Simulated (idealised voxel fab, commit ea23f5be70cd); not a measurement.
Title: Process Module voxel capacitor over wiring
Square cells of 5 nm make up the cross-section cut, whose width is 265 nm.
Cross-section, as written here: a square-cell grid given band by band from the top down, where a band holds one or more rows of cells.
In this notation a band is specified by the heights of its top and bottom, in that order and in nm, after which its materials appear from left to right, each paired with its width in nm. The word "edge to edge" attached to a single material means that material fills the band from edge to edge; the word "air" stands for empty space.
A quick word on heights: they are counted from 0, and under that level the wafer as it came to us is one material throughout. The lowest band is different from the rest in having no bottom; it simply continues downward, written as in "0 nm and below".
Graded width ("30..40"): value in top row of band = first number; value in bottom row = second number; row-to-row change constant.
For the purposes of this document, the phrase "nothing was modified" attached to a step denotes that no cell within the cross-section was modified by that step.
Closed-off voids of 8+ cells (no open route to the top) go in "Enclosed void listing", written width x height at distance from the left edge, in nm.
Where a step's line continues beyond its settings, the continuation is a remark by the simulator itself on that step.
overlay nm: where the mask lay relative to plan, measured to the right, on steps with a mask; negatives go left.
### Here's what the planned process steps look like
| 1 | RECEIVE [material Si] |
| 2 | CONFORMAL_DEP [material SiO2] [thk nm 15] |
| 3 | DIRECTIONAL_DEP [material TiN] [thk nm 5] |
| 4 | DIRECTIONAL_DEP [material W] [thk nm 15] |
| 5 | DIRECTIONAL_DEP [material aC] [thk nm 10] |
| 6 | PATTERN [tone cover] [mask id METAL_1] [material resist] [width nm 25] [pitch nm 90] [thk nm 25] [overlay nm 0] |
| 7 | DIRECTIONAL_ETCH [etch materials aC] [depth nm 10] |
| 8 | STRIP [etch materials resist] |
| 9 | DIRECTIONAL_ETCH [etch materials W] [depth nm 15] |
| 10 | DIRECTIONAL_ETCH [etch materials TiN] [depth nm 5] |
| 11 | STRIP [etch materials aC] |
| 12 | CONFORMAL_DEP [material SiN] [thk nm 5] |
| 13 | FILL_DEP [material SiO2] [thk nm 5] |
| 14 | CMP [height nm 35] |
| 15 | CONFORMAL_DEP [material SiCN] [thk nm 5] |
| 16 | DIRECTIONAL_DEP [material lowk] [thk nm 10] |
| 17 | MASKED_ETCH [tone open] [mask id PLUG_1] [width nm 15] [etch materials lowk] [depth nm 10] [overlay nm 0] |
| 18 | MASKED_ETCH [tone open] [mask id PLUG_1] [width nm 15] [etch materials SiCN] [depth nm 5] [overlay nm 0] |
| 19 | CONFORMAL_DEP [material TiN] [thk nm 5] |
| 20 | FILL_DEP [material Cu] [thk nm 5] |
| 21 | CMP [height nm 50] |
| 22 | DIRECTIONAL_DEP [material TiN] [thk nm 10] |
| 23 | DIRECTIONAL_DEP [material SiN] [thk nm 5] |
| 24 | DIRECTIONAL_DEP [material TiN] [thk nm 10] |
| 25 | MASKED_ETCH [tone cover] [mask id UPPER_PLATE] [width nm 70] [etch materials TiN] [depth nm 10] [overlay nm 0] |
| 26 | MASKED_ETCH [tone cover] [mask id UPPER_PLATE] [width nm 70] [etch materials SiN] [depth nm 5] [overlay nm 0] |
| 27 | DIRECTIONAL_DEP [material aC] [thk nm 10] |
| 28 | PATTERN [tone cover] [mask id LOWER_PLATE] [material resist] [width nm 80] [thk nm 30] [overlay nm 0] |
| 29 | DIRECTIONAL_ETCH [etch materials aC] [depth nm 10] |
| 30 | STRIP [etch materials resist] |
| 31 | DIRECTIONAL_ETCH [etch materials TiN] [depth nm 10] |
| 32 | STRIP [etch materials aC] |
| 33 | FILL_DEP [material SiO2] [thk nm 15] |
| 34 | CMP [height nm 85] |
| 35 | PATTERN [tone open] [mask id PLUG_2] [material resist] [width nm 15] [thk nm 15] [overlay nm 0] |
| 36 | DIRECTIONAL_ETCH [etch materials SiO2] [depth nm 10] |
| 37 | STRIP [etch materials resist] |
| 38 | CONFORMAL_DEP [material TiN] [thk nm 5] |
| 39 | FILL_DEP [material W] [thk nm 5] |
| 40 | CMP [height nm 85] |
| 41 | CONFORMAL_DEP [material SiCN] [thk nm 5] |
### Wafer, first of two, run as planned
### as received, after step 1
  0 nm and below | Si edge to edge
  Enclosed void listing: none
### Upon completion of step 2, the wafer appears in cross-section as shown
  15 nm to 0 nm | SiO2 edge to edge
  Heights below 0 show no change.
### Upon completion of step 3, the wafer appears in cross-section as shown
  20 nm to 15 nm | TiN edge to edge
  Heights below 15 show no change.
### Upon completion of step 4, the wafer appears in cross-section as shown
  35 nm to 20 nm | W edge to edge
  Heights below 20 show no change.
### Upon completion of step 5, the wafer appears in cross-section as shown
  45 nm to 35 nm | aC edge to edge
  Heights below 35 show no change.
### Upon completion of step 6, the wafer appears in cross-section as shown
  70 nm to 45 nm | air (75), then resist (25), then air (65), then resist (25), then air (75)
  Heights below 45 show no change.
### Upon completion of step 7, the wafer appears in cross-section as shown
  60 nm to 45 nm | air (75), then resist (25), then air (65), then resist (25), then air (75)
  45 nm to 35 nm | air (75), then aC (25), then air (65), then aC (25), then air (75)
  Heights below 35 show no change.
### Upon completion of step 8, the wafer appears in cross-section as shown
  45 nm to 35 nm | air (75), then aC (25), then air (65), then aC (25), then air (75)
  Heights below 35 show no change.
### Upon completion of step 9, the wafer appears in cross-section as shown
  45 nm to 35 nm | air (75), then aC (25), then air (65), then aC (25), then air (75)
  35 nm to 20 nm | air (75), then W (25), then air (65), then W (25), then air (75)
  Heights below 20 show no change.
### Upon completion of step 10, the wafer appears in cross-section as shown
  45 nm to 35 nm | air (75), then aC (25), then air (65), then aC (25), then air (75)
  35 nm to 20 nm | air (75), then W (25), then air (65), then W (25), then air (75)
  20 nm to 15 nm | air (75), then TiN (25), then air (65), then TiN (25), then air (75)
  Heights below 15 show no change.
### Upon completion of step 11, the wafer appears in cross-section as shown
  35 nm to 20 nm | air (75), then W (25), then air (65), then W (25), then air (75)
  Heights below 20 show no change.
### Upon completion of step 12, the wafer appears in cross-section as shown
  40 nm to 35 nm | air (70), then SiN (35), then air (55), then SiN (35), then air (70)
  35 nm to 20 nm | air (70), then SiN (5), then W (25), then SiN (5), then air (55), then SiN (5), then W (25), then SiN (5), then air (70)
  20 nm to 15 nm | SiN (75), then TiN (25), then SiN (65), then TiN (25), then SiN (75)
  Heights below 15 show no change.
### Upon completion of step 13, the wafer appears in cross-section as shown
  45 nm to 40 nm | SiO2 edge to edge
  40 nm to 35 nm | SiO2 (70), then SiN (35), then SiO2 (55), then SiN (35), then SiO2 (70)
  35 nm to 20 nm | SiO2 (70), then SiN (5), then W (25), then SiN (5), then SiO2 (55), then SiN (5), then W (25), then SiN (5), then SiO2 (70)
  Heights below 20 show no change.
### Upon completion of step 14, the wafer appears in cross-section as shown
  35 nm to 20 nm | SiO2 (70), then SiN (5), then W (25), then SiN (5), then SiO2 (55), then SiN (5), then W (25), then SiN (5), then SiO2 (70)
  Heights below 20 show no change.
### Upon completion of step 15, the wafer appears in cross-section as shown
  40 nm to 35 nm | SiCN edge to edge
  Heights below 35 show no change.
### Upon completion of step 16, the wafer appears in cross-section as shown
  50 nm to 40 nm | lowk edge to edge
  Heights below 40 show no change.
### Upon completion of step 17, the wafer appears in cross-section as shown
  50 nm to 40 nm | lowk (85), then air (15), then lowk (165)
  Heights below 40 show no change.
### Upon completion of step 18, the wafer appears in cross-section as shown
  50 nm to 40 nm | lowk (85), then air (15), then lowk (165)
  40 nm to 35 nm | SiCN (85), then air (15), then SiCN (165)
  Heights below 35 show no change.
### Upon completion of step 19, the wafer appears in cross-section as shown
  55 nm to 50 nm | TiN (90), then air (5), then TiN (170)
  50 nm to 40 nm | lowk (85), then TiN (5), then air (5), then TiN (5), then lowk (165)
  40 nm to 35 nm | SiCN (85), then TiN (15), then SiCN (165)
  Heights below 35 show no change.
### Upon completion of step 20, the wafer appears in cross-section as shown
  60 nm to 55 nm | Cu edge to edge
  55 nm to 50 nm | TiN (90), then Cu (5), then TiN (170)
  50 nm to 40 nm | lowk (85), then TiN (5), then Cu (5), then TiN (5), then lowk (165)
  Heights below 40 show no change.
### Upon completion of step 21, the wafer appears in cross-section as shown
  50 nm to 40 nm | lowk (85), then TiN (5), then Cu (5), then TiN (5), then lowk (165)
  Heights below 40 show no change.
### Upon completion of step 22, the wafer appears in cross-section as shown
  60 nm to 50 nm | TiN edge to edge
  Heights below 50 show no change.
### Upon completion of step 23, the wafer appears in cross-section as shown
  65 nm to 60 nm | SiN edge to edge
  Heights below 60 show no change.
### Upon completion of step 24, the wafer appears in cross-section as shown
  75 nm to 65 nm | TiN edge to edge
  Heights below 65 show no change.
### Upon completion of step 25, the wafer appears in cross-section as shown
  75 nm to 65 nm | air (85), then TiN (70), then air (110)
  Heights below 65 show no change.
### Upon completion of step 26, the wafer appears in cross-section as shown
  75 nm to 65 nm | air (85), then TiN (70), then air (110)
  65 nm to 60 nm | air (85), then SiN (70), then air (110)
  Heights below 60 show no change.
### Upon completion of step 27, the wafer appears in cross-section as shown
  85 nm to 75 nm | air (85), then aC (70), then air (110)
  75 nm to 70 nm | air (85), then TiN (70), then air (110)
  70 nm to 65 nm | aC (85), then TiN (70), then aC (110)
  65 nm to 60 nm | aC (85), then SiN (70), then aC (110)
  Heights below 60 show no change.
### Upon completion of step 28, the wafer appears in cross-section as shown
  115 nm to 85 nm | air (80), then resist (80), then air (105)
  85 nm to 75 nm | air (80), then resist (5), then aC (70), then resist (5), then air (105)
  75 nm to 70 nm | air (80), then resist (5), then TiN (70), then resist (5), then air (105)
  Heights below 70 show no change.
### Upon completion of step 29, the wafer appears in cross-section as shown
  105 nm to 85 nm | air (80), then resist (80), then air (105)
  85 nm to 75 nm | air (80), then resist (5), then aC (70), then resist (5), then air (105)
  75 nm to 70 nm | air (80), then resist (5), then TiN (70), then resist (5), then air (105)
  70 nm to 65 nm | air (80), then aC (5), then TiN (70), then aC (5), then air (105)
  65 nm to 60 nm | air (80), then aC (5), then SiN (70), then aC (5), then air (105)
  Heights below 60 show no change.
### Upon completion of step 30, the wafer appears in cross-section as shown
  85 nm to 75 nm | air (85), then aC (70), then air (110)
  75 nm to 70 nm | air (85), then TiN (70), then air (110)
  Heights below 70 show no change.
### Upon completion of step 31, the wafer appears in cross-section as shown
  85 nm to 75 nm | air (85), then aC (70), then air (110)
  75 nm to 70 nm | air (85), then TiN (70), then air (110)
  70 nm to 65 nm | air (80), then aC (5), then TiN (70), then aC (5), then air (105)
  65 nm to 60 nm | air (80), then aC (5), then SiN (70), then aC (5), then air (105)
  60 nm to 50 nm | air (80), then TiN (80), then air (105)
  Heights below 50 show no change.
### Upon completion of step 32, the wafer appears in cross-section as shown
  75 nm to 65 nm | air (85), then TiN (70), then air (110)
  65 nm to 60 nm | air (85), then SiN (70), then air (110)
  Heights below 60 show no change.
### Upon completion of step 33, the wafer appears in cross-section as shown
  90 nm to 75 nm | SiO2 edge to edge
  75 nm to 65 nm | SiO2 (85), then TiN (70), then SiO2 (110)
  65 nm to 60 nm | SiO2 (85), then SiN (70), then SiO2 (110)
  60 nm to 50 nm | SiO2 (80), then TiN (80), then SiO2 (105)
  Heights below 50 show no change.
### Upon completion of step 34, the wafer appears in cross-section as shown
  85 nm to 75 nm | SiO2 edge to edge
  Heights below 75 show no change.
### Upon completion of step 35, the wafer appears in cross-section as shown
  100 nm to 85 nm | resist (95), then air (15), then resist (155)
  Heights below 85 show no change.
### Upon completion of step 36, the wafer appears in cross-section as shown
  100 nm to 85 nm | resist (95), then air (15), then resist (155)
  85 nm to 75 nm | SiO2 (95), then air (15), then SiO2 (155)
  Heights below 75 show no change.
### Upon completion of step 37, the wafer appears in cross-section as shown
  85 nm to 75 nm | SiO2 (95), then air (15), then SiO2 (155)
  Heights below 75 show no change.
### Upon completion of step 38, the wafer appears in cross-section as shown
  90 nm to 85 nm | TiN (100), then air (5), then TiN (160)
  85 nm to 80 nm | SiO2 (95), then TiN (5), then air (5), then TiN (5), then SiO2 (155)
  80 nm to 75 nm | SiO2 (95), then TiN (15), then SiO2 (155)
  Heights below 75 show no change.
### Upon completion of step 39, the wafer appears in cross-section as shown
  95 nm to 90 nm | W edge to edge
  90 nm to 85 nm | TiN (100), then W (5), then TiN (160)
  85 nm to 80 nm | SiO2 (95), then TiN (5), then W (5), then TiN (5), then SiO2 (155)
  Heights below 80 show no change.
### Upon completion of step 40, the wafer appears in cross-section as shown
  85 nm to 80 nm | SiO2 (95), then TiN (5), then W (5), then TiN (5), then SiO2 (155)
  Heights below 80 show no change.
### Upon completion of step 41, the wafer appears in cross-section as shown
  90 nm to 85 nm | SiCN edge to edge
  Heights below 85 show no change.
### Wafer two. Identical start, identical plan. One mistake in execution. Identical history through step 15
Second wafer, sectioned view, at step 16's planned end time: nothing was modified
Second wafer, sectioned view, at step 17's planned end time: nothing was modified
### Second wafer, sectioned view, at step 18's planned end time
  40 nm to 35 nm | SiCN (85), then air (15), then SiCN (165)
  Heights below 35 show no change.
### Second wafer, sectioned view, at step 19's planned end time
  45 nm to 40 nm | TiN (90), then air (5), then TiN (170)
  40 nm to 35 nm | SiCN (85), then TiN (15), then SiCN (165)
  Heights below 35 show no change.
### Second wafer, sectioned view, at step 20's planned end time
  50 nm to 45 nm | Cu edge to edge
  45 nm to 40 nm | TiN (90), then Cu (5), then TiN (170)
  Heights below 40 show no change.
Second wafer, sectioned view, at step 21's planned end time: nothing was modified
### Second wafer, sectioned view, at step 22's planned end time
  60 nm to 50 nm | TiN edge to edge
  Heights below 50 show no change.
### Second wafer, sectioned view, at step 23's planned end time
  65 nm to 60 nm | SiN edge to edge
  Heights below 60 show no change.
### Second wafer, sectioned view, at step 24's planned end time
  75 nm to 65 nm | TiN edge to edge
  Heights below 65 show no change.
### Second wafer, sectioned view, at step 25's planned end time
  75 nm to 65 nm | air (85), then TiN (70), then air (110)
  Heights below 65 show no change.
### Second wafer, sectioned view, at step 26's planned end time
  75 nm to 65 nm | air (85), then TiN (70), then air (110)
  65 nm to 60 nm | air (85), then SiN (70), then air (110)
  Heights below 60 show no change.
### Second wafer, sectioned view, at step 27's planned end time
  85 nm to 75 nm | air (85), then aC (70), then air (110)
  75 nm to 70 nm | air (85), then TiN (70), then air (110)
  70 nm to 65 nm | aC (85), then TiN (70), then aC (110)
  65 nm to 60 nm | aC (85), then SiN (70), then aC (110)
  Heights below 60 show no change.
### Second wafer, sectioned view, at step 28's planned end time
  115 nm to 85 nm | air (80), then resist (80), then air (105)
  85 nm to 75 nm | air (80), then resist (5), then aC (70), then resist (5), then air (105)
  75 nm to 70 nm | air (80), then resist (5), then TiN (70), then resist (5), then air (105)
  Heights below 70 show no change.
### Second wafer, sectioned view, at step 29's planned end time
  105 nm to 85 nm | air (80), then resist (80), then air (105)
  85 nm to 75 nm | air (80), then resist (5), then aC (70), then resist (5), then air (105)
  75 nm to 70 nm | air (80), then resist (5), then TiN (70), then resist (5), then air (105)
  70 nm to 65 nm | air (80), then aC (5), then TiN (70), then aC (5), then air (105)
  65 nm to 60 nm | air (80), then aC (5), then SiN (70), then aC (5), then air (105)
  Heights below 60 show no change.
### Second wafer, sectioned view, at step 30's planned end time
  85 nm to 75 nm | air (85), then aC (70), then air (110)
  75 nm to 70 nm | air (85), then TiN (70), then air (110)
  Heights below 70 show no change.
### Second wafer, sectioned view, at step 31's planned end time
  85 nm to 75 nm | air (85), then aC (70), then air (110)
  75 nm to 70 nm | air (85), then TiN (70), then air (110)
  70 nm to 65 nm | air (80), then aC (5), then TiN (70), then aC (5), then air (105)
  65 nm to 60 nm | air (80), then aC (5), then SiN (70), then aC (5), then air (105)
  60 nm to 50 nm | air (80), then TiN (80), then air (105)
  Heights below 50 show no change.
### Second wafer, sectioned view, at step 32's planned end time
  75 nm to 65 nm | air (85), then TiN (70), then air (110)
  65 nm to 60 nm | air (85), then SiN (70), then air (110)
  Heights below 60 show no change.
### Second wafer, sectioned view, at step 33's planned end time
  90 nm to 75 nm | SiO2 edge to edge
  75 nm to 65 nm | SiO2 (85), then TiN (70), then SiO2 (110)
  65 nm to 60 nm | SiO2 (85), then SiN (70), then SiO2 (110)
  60 nm to 50 nm | SiO2 (80), then TiN (80), then SiO2 (105)
  Heights below 50 show no change.
### Second wafer, sectioned view, at step 34's planned end time
  85 nm to 75 nm | SiO2 edge to edge
  Heights below 75 show no change.
### Second wafer, sectioned view, at step 35's planned end time
  100 nm to 85 nm | resist (95), then air (15), then resist (155)
  Heights below 85 show no change.
### Second wafer, sectioned view, at step 36's planned end time
  100 nm to 85 nm | resist (95), then air (15), then resist (155)
  85 nm to 75 nm | SiO2 (95), then air (15), then SiO2 (155)
  Heights below 75 show no change.
### Second wafer, sectioned view, at step 37's planned end time
  85 nm to 75 nm | SiO2 (95), then air (15), then SiO2 (155)
  Heights below 75 show no change.
### Second wafer, sectioned view, at step 38's planned end time
  90 nm to 85 nm | TiN (100), then air (5), then TiN (160)
  85 nm to 80 nm | SiO2 (95), then TiN (5), then air (5), then TiN (5), then SiO2 (155)
  80 nm to 75 nm | SiO2 (95), then TiN (15), then SiO2 (155)
  Heights below 75 show no change.
### Second wafer, sectioned view, at step 39's planned end time
  95 nm to 90 nm | W edge to edge
  90 nm to 85 nm | TiN (100), then W (5), then TiN (160)
  85 nm to 80 nm | SiO2 (95), then TiN (5), then W (5), then TiN (5), then SiO2 (155)
  Heights below 80 show no change.
### Second wafer, sectioned view, at step 40's planned end time
  85 nm to 80 nm | SiO2 (95), then TiN (5), then W (5), then TiN (5), then SiO2 (155)
  Heights below 80 show no change.
### Second wafer, sectioned view, at step 41's planned end time
  90 nm to 85 nm | SiCN edge to edge
  Heights below 85 show no change.
Short version of what went wrong: plan step 16: skipped, not run
Final wafer comparison in cells, second versus first, more or fewer per material: 52 more of Cu, 48 more of TiN, 100 fewer of lowk
